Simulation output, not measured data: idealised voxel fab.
The process module that follows is named voxel self aligned vias.
The width of the displayed cross-section, cut, is 215 nm; its cells are square, with a size of 5 nm.
Square cells in a grid make up a cross-section in this document, and the grid is given as bands, listed from the top down, each one or more rows of cells.
First you get the band's top height and its bottom height, in nm, and then the materials it's made of, left to right, with each width in nm. If you see a single material with "full width", that one covers the band edge to edge. "blank" is empty space.
Counting heights begins at 0, where everything beneath is, in the wafer as received, one material. The lowest band has no bottom; it goes on downwards, as "0..down" shows.
Per-row width for "30..40": begins at first number (top row of band), ends at second number (bottom row), increment between rows held constant.
Reading "no modification" for a step: not a cell of the cross-section changed in it.
"Sealed internal cavities" means: voids of 8 cells or more that are shut off from the top with no open way through. Written width x height at distance, distance from the left edge, in nm.
Read whatever lies past the settings on a step's line as the simulator's own remark about the step.
overlay nm: right-of-plan distance of the mask on a masked step; negative values mean left-of-plan.
The steps planned for the process are as follows
step 1: RECEIVE (material Si)
step 2: CONFORMAL_DEP (material SiO2; thk nm 10)
step 3: CONFORMAL_DEP (material SiCN; thk nm 5)
step 4: DIRECTIONAL_DEP (material lowk; thk nm 30)
step 5: MASKED_ETCH (tone open; mask id LINES; width nm 25; pitch nm 50; etch materials lowk; depth nm 30; overlay nm 0)
step 6: CONFORMAL_DEP (material TiN; thk nm 5)
step 7: FILL_DEP (material Ru; thk nm 5)
step 8: CMP (height nm 45)
step 9: SELECTIVE_ETCH (etch materials W Ru TiN; depth nm 5)
step 10: FILL_DEP (material SiN; thk nm 10)
step 11: CMP (height nm 45)
step 12: DIRECTIONAL_DEP (material lowk; thk nm 15)
step 13: PATTERN (tone open; mask id VIAS; material resist; width nm 35; thk nm 15; overlay nm 0)
step 14: DIRECTIONAL_ETCH (etch materials lowk; depth nm 15)
step 15: DIRECTIONAL_ETCH (etch materials SiN; depth nm 5)
step 16: STRIP (etch materials resist)
step 17: CONFORMAL_DEP (material TiN; thk nm 5)
step 18: FILL_DEP (material Cu; thk nm 10)
step 19: CMP (height nm 60)
step 20: CONFORMAL_DEP (material SiCN; thk nm 5)
The wafers are alike at the start. At step 6, their thk nm differs. The plan lists the first wafer's value.
Received condition of the first of several wafers, sectioned: post-step 1
	0..down  Si full width
	Sealed internal cavities: none
Take a look at the first of several wafers in cross-section: the module is done, and step 20 was its last step
	65..60  SiCN full width
	60..50  lowk 65  TiN 5  Cu 25  TiN 5  lowk 115
	50..45  lowk 65  TiN 10  Cu 15  TiN 10  lowk 115
	45..40  lowk 70  TiN 25  lowk 25  SiN 25  lowk 70
	40..20  lowk 70  TiN 5  Ru 15  TiN 5  lowk 25  TiN 5  Ru 15  TiN 5  lowk 70
	20..15  lowk 70  TiN 25  lowk 25  TiN 25  lowk 70
	15..10  SiCN full width
	10..0  SiO2 full width
	0..down  Si full width
	Sealed internal cavities: none
A cross-section through the last wafer at the close of the module
	65..60  SiCN full width
	60..50  lowk 65  TiN 5  Cu 25  TiN 5  lowk 115
	50..45  lowk 65  TiN 10  Cu 15  TiN 10  lowk 115
	45..40  lowk 70  TiN 25  lowk 25  SiN 25  lowk 70
	40..15  lowk 70  TiN 25  lowk 25  TiN 25  lowk 70
	15..10  SiCN full width
	10..0  SiO2 full width
	0..down  Si full width
	Sealed internal cavities: none
The table below has one row for each wafer; a row shows, as of the end of the module, how many cells of each material the wafer has gained, marked (+), or lost, marked (-), since it was received, and then the wafer's closed voids
thk nm 5 | +13 Cu | +24 Ru | +86 SiCN | +5 SiN | +86 SiO2 | +39 TiN | +306 lowk | Sealed internal cavities: none
thk nm 10 | +13 Cu | +6 Ru | +86 SiCN | +5 SiN | +86 SiO2 | +57 TiN | +306 lowk | Sealed internal cavities: none
thk nm 15 | +13 Cu | +86 SiCN | +5 SiN | +86 SiO2 | +63 TiN | +306 lowk | Sealed internal cavities: none
thk nm 20 | +13 Cu | +86 SiCN | +5 SiN | +86 SiO2 | +63 TiN | +306 lowk | Sealed internal cavities: none
